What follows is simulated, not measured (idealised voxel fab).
process module | voxel gate over fins
cross-section cut | 240 nm wide | cells 5 nm
A cross-section is a grid of square cells, given in bands from the top down. A band is one or more rows of cells.
Each band's line starts with the height of the band's top and of its bottom, in nm. Then come its materials from left to right, each with its width in nm. One material with "throughout" fills the band from edge to edge. "air" is empty space.
Height 0 is the level under which the wafer as received is all one material. The lowest band goes on downwards, as in "0 down".
A width such as "30 to 40" changes by the same amount from each row of cells to the next, from the band's top row to its bottom row.
"no change" after a step means that no cell of the cross-section changed.
closed voids: empty space of 8 cells or more with no open way to the top, each as width x height at its distance from the left edge, in nm
after a step's settings: what the simulator itself notes on the step
overlay nm, on a step with a mask: how far to the right of its planned place the mask lay; to the left if negative
plan
1 op RECEIVE | material Si
2 op CONFORMAL_DEP | material SiN | thk nm 5
3 op DIRECTIONAL_DEP | material aC | thk nm 15
4 op PATTERN | tone cover | mask id FINS | material resist | width nm 15 | pitch nm 50 | thk nm 35 | overlay nm 0
5 op DIRECTIONAL_ETCH | etch materials aC | depth nm 15
6 op STRIP | etch materials resist
7 op DIRECTIONAL_ETCH | etch materials SiN | depth nm 5
8 op DIRECTIONAL_ETCH | etch materials Si | depth nm 35
9 op STRIP | etch materials aC
10 op OXIDIZE | depth nm 5
11 op FILL_DEP | material SiO2 | thk nm 15
12 op CMP | height nm 5
13 op MASKED_ETCH | tone open | mask id RAIL | width nm 15 | etch materials SiO2 | depth nm 35 | overlay nm 0
14 op CONFORMAL_DEP | material TiN | thk nm 5
15 op FILL_DEP | material W | thk nm 5
16 op CMP | height nm 5
17 op SELECTIVE_ETCH | etch materials W Ru TiN | depth nm 20
18 op FILL_DEP | material SiO2 | thk nm 5
19 op CMP | height nm 5
20 op SELECTIVE_ETCH | etch materials SiO2 | depth nm 15
21 op STRIP | etch materials SiN
22 op CONFORMAL_DEP | material HfO2 | thk nm 5
23 op CONFORMAL_DEP | material TiN | thk nm 5
24 op CONFORMAL_DEP | material TiAl | thk nm 5
25 op CONFORMAL_DEP | material TiN | thk nm 5
26 op FILL_DEP | material W | thk nm 15
27 op CMP | height nm 30
28 op CONFORMAL_DEP | material SiCN | thk nm 5
as received, after step 1
  0 down: Si throughout
  closed voids: none
first wafer at the end, as planned
  35 to 30: SiCN throughout
  30 to 20: W throughout
  20 to 15: W 70 | TiN 45 | W 5 | TiN 45 | W 75
  15 to 10: W 70 | TiN 5 | TiAl 35 | TiN 5 | W 5 | TiN 5 | TiAl 35 | TiN 5 | W 75
  10 to 5: TiN 75 | TiAl 5 | TiN 25 | TiAl 5 | TiN 15 | TiAl 5 | TiN 25 | TiAl 5 | TiN 80
  5 to 0: TiAl 80 | TiN 5 | HfO2 15 | TiN 5 | TiAl 25 | TiN 5 | HfO2 15 | TiN 5 | TiAl 85
  0 to -5: TiN 85 | HfO2 5 | Si 5 | HfO2 5 | TiN 35 | HfO2 5 | Si 5 | HfO2 5 | TiN 90
  -5 to -10: HfO2 90 | Si 5 | HfO2 45 | Si 5 | HfO2 95
  -10 to -15: SiO2 90 | Si 5 | SiO2 45 | Si 5 | SiO2 95
  -15 to -25: SiO2 90 | Si 5 | SiO2 15 | TiN 5 | W 5 | TiN 5 | SiO2 15 | Si 5 | SiO2 95
  -25 to -30: SiO2 90 | Si 5 | SiO2 15 | TiN 15 | SiO2 15 | Si 5 | SiO2 95
  -30 to -40: SiO2 90 | Si 5 | SiO2 45 | Si 5 | SiO2 95
  -40 down: Si throughout
  closed voids: none
second wafer at the end: like start, like plan, one mistake
  35 to 30: SiCN throughout
  30 to 20: W throughout
  20 to 15: W 65 | TiN 105 | W 70
  15 to 10: W 65 | TiN 5 | TiAl 45 | TiN 5 | TiAl 45 | TiN 5 | W 70
  10 to 5: TiN 70 | TiAl 5 | TiN 35 | TiAl 5 | TiN 5 | TiAl 5 | TiN 35 | TiAl 5 | TiN 75
  5 to 0: TiAl 75 | TiN 5 | HfO2 25 | TiN 5 | TiAl 15 | TiN 5 | HfO2 25 | TiN 5 | TiAl 80
  0 to -5: TiN 80 | HfO2 5 | Si 15 | HfO2 5 | TiN 25 | HfO2 5 | Si 15 | HfO2 5 | TiN 85
  -5 to -10: HfO2 85 | Si 15 | HfO2 35 | Si 15 | HfO2 90
  -10 to -15: SiO2 85 | Si 15 | SiO2 35 | Si 15 | SiO2 90
  -15 to -25: SiO2 85 | Si 15 | SiO2 10 | TiN 5 | W 5 | TiN 5 | SiO2 10 | Si 15 | SiO2 90
  -25 to -30: SiO2 85 | Si 15 | SiO2 10 | TiN 15 | SiO2 10 | Si 15 | SiO2 90
  -30 to -40: SiO2 85 | Si 15 | SiO2 35 | Si 15 | SiO2 90
  -40 down: Si throughout
  closed voids: none
what went wrong: step 4 ran as: op PATTERN | tone cover | mask id FINS | material resist | width nm 25 | pitch nm 50 | thk nm 35 | overlay nm 0
at the end the second wafer has, in cells: 32 more of Si | 24 fewer of SiO2 | 2 fewer of TiN | 6 fewer of W
